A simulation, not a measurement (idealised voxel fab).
The following is a process module called voxel released beams.
Square cells of 5 nm make up the cross-section cut, whose width is 295 nm.
Cross-section format: a grid of square cells, given as bands from top to bottom; each band is one or more rows of cells. Heads up on the band format: heights come first, top then bottom, in nm. After that it's the materials left to right, each with its width in nm. A single material flagged "throughout" fills the whole band edge to edge, and "empty" means there's empty space there. We count height from 0. Below that, the starting wafer is all one material. The lowest band never ends at the bottom but goes on down; see "0..down" for how that is written. Read "30->40" as a graded width: first number on top, second number at the bottom, same change between each pair of neighbouring rows. "nothing different" for a step: no cell of the cross-section changed in that step. In the "Enclosed void list" entry, you get each enclosed empty space of 8 cells or more, one with no open way to the top, written width x height at distance, distance from the left edge, in nm. Past the settings on a step's line: simulator remark, on that step. overlay nm: mask offset rightward from planned place, masked step; negative means leftward offset.

[Planned step list for the process]
1) RECEIVE (material Si)
2) CONFORMAL_DEP (material SiN; thk nm 5)
3) DIRECTIONAL_DEP (material SiO2; thk nm 10)
4) MASKED_ETCH (tone open; mask id ANCHOR; width nm 45; etch materials SiO2; depth nm 10; overlay nm 0)
5) CONFORMAL_DEP (material TiN; thk nm 15)
6) PATTERN (tone cover; mask id BEAM; material resist; width nm 105; thk nm 15; overlay nm 0)
7) DIRECTIONAL_ETCH (etch materials TiN; depth nm 15)
8) STRIP (etch materials resist)
9) STRIP (etch materials SiO2)

[Here's what the wafer looked like in cross-section when it arrived - that's after step 1]
* 0..down: Si throughout
* Enclosed void list: none

[Figure: cross-sectional view of the wafer upon completion of the module, processed from the initial state and according to the plan depicted above, with one error introduced during execution]
* 45..30: empty (90); TiN (105); empty (100)
* 30..15: TiN throughout
* 15..5: SiO2 (95); TiN (45); SiO2 (155)
* 5..0: SiN throughout
* 0..down: Si throughout
* Enclosed void list: none
Finding, execution versus plan: execution of plan step 5 occurred twice
